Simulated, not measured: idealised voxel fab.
This is a process module. Its name is voxel spacer lines.
Cross-section cut: width 160 nm, square cells of 5 nm.
Bands, listed from the top down, are how a cross-section gets written in this document; the cross-section itself is a grid of square cells, and a band is one or more rows of them.
Heights first: top, then bottom, in nm. Then materials, left to right, each with a width in nm. "full width" on a single material: fills the band edge to edge. "air": empty space.
Height 0 is the level under which the wafer as received is all one material. The lowest band goes on downwards, as in "0 nm and below".
Width "30 to 40": first value at the band's top row of cells, second value at its bottom row, equal change from row to row.
Step note "identical to before" = no cross-section cell changed.
So "Entrapped voids" is basically the list of trapped voids: any empty space of 8 cells or more that can't reach the top through an opening. They're written width x height at distance, the distance being from the left edge, and it's all nm.
Heads up: the bit after the settings on a step's line is the simulator's remark on that step.
overlay nm, on a step with a mask: how far to the right of its planned place the mask lay; to the left if negative
# Process steps foreseen in the plan
1: RECEIVE [material Si]
2: CONFORMAL_DEP [material Al2O3] [thk nm 5]
3: DIRECTIONAL_DEP [material W] [thk nm 15]
4: DIRECTIONAL_DEP [material aC] [thk nm 20]
5: PATTERN [tone cover] [mask id MANDREL] [material resist] [width nm 20] [pitch nm 60] [thk nm 25] [overlay nm 0]
6: DIRECTIONAL_ETCH [etch materials aC] [depth nm 20]
7: STRIP [etch materials resist]
8: CONFORMAL_DEP [material SiO2] [thk nm 10]
9: DIRECTIONAL_ETCH [etch materials SiO2] [depth nm 10]
10: STRIP [etch materials aC]
11: DIRECTIONAL_ETCH [etch materials W] [depth nm 15]
12: STRIP [etch materials SiO2]
# as received, after step 1
* 0 nm and below = Si full width
* Entrapped voids: none
# This is how the wafer looks in cross-section once the module is done, given the starting state and plan above and one mistake in carrying the plan out
* 20 nm to 5 nm = 40 of air / 20 of W / 40 of air / 20 of W / 40 of air
* 5 nm to 0 nm = Al2O3 full width
* 0 nm and below = Si full width
* Entrapped voids: none
What was done differently from what was planned? step 5 changed vs plan, executed as PATTERN [tone open] [mask id MANDREL] [material resist] [width nm 20] [pitch nm 60] [thk nm 25] [overlay nm 0]
